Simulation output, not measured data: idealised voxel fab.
process module | voxel trench capacitor
cross-section cut | 205 nm wide | cells 5 nm
A cross-section is a grid of square cells, given in bands from the top down. A band is one or more rows of cells.
Each band's line starts with the height of the band's top and of its bottom, in nm. Then come its materials from left to right, each with its width in nm. One material with "throughout" fills the band from edge to edge. "air" is empty space.
Height 0 is the level under which the wafer as received is all one material. The lowest band goes on downwards, as in "0 down".
A width such as "30 to 40" changes by the same amount from each row of cells to the next, from the band's top row to its bottom row.
"no change" after a step means that no cell of the cross-section changed.
closed voids: empty space of 8 cells or more with no open way to the top, each as width x height at its distance from the left edge, in nm
after a step's settings: what the simulator itself notes on the step
overlay nm, on a step with a mask: how far to the right of its planned place the mask lay; to the left if negative
plan
1 op RECEIVE | material Si
2 op CONFORMAL_DEP | material SiN | thk nm 10
3 op DIRECTIONAL_DEP | material aC | thk nm 15
4 op PATTERN | tone open | mask id TRENCH | material resist | width nm 25 | pitch nm 50 | thk nm 35 | overlay nm 0
5 op DIRECTIONAL_ETCH | etch materials aC | depth nm 15
6 op STRIP | etch materials resist
7 op DIRECTIONAL_ETCH | etch materials SiN | depth nm 10
8 op DIRECTIONAL_ETCH | etch materials Si | depth nm 25
9 op STRIP | etch materials aC
10 op CONFORMAL_DEP | material SiO2 | thk nm 5
11 op FILL_DEP | material polySi | thk nm 10
12 op CMP | height nm 10
as received, after step 1
  0 down: Si throughout
  closed voids: none
a wafer at the end: this start, this plan, one mistake
  10 to 0: SiN 40 | SiO2 5 | polySi 20 | SiO2 5 | SiN 20 | SiO2 5 | polySi 20 | SiO2 5 | SiN 20 | SiO2 5 | polySi 20 | SiO2 5 | SiN 35
  0 to -20: Si 40 | SiO2 5 | polySi 20 | SiO2 5 | Si 20 | SiO2 5 | polySi 20 | SiO2 5 | Si 20 | SiO2 5 | polySi 20 | SiO2 5 | Si 35
  -20 to -25: Si 40 | SiO2 30 | Si 20 | SiO2 30 | Si 20 | SiO2 30 | Si 35
  -25 down: Si throughout
  closed voids: none
what went wrong: step 4 ran as: op PATTERN | tone open | mask id TRENCH | material resist | width nm 30 | pitch nm 50 | thk nm 35 | overlay nm 0
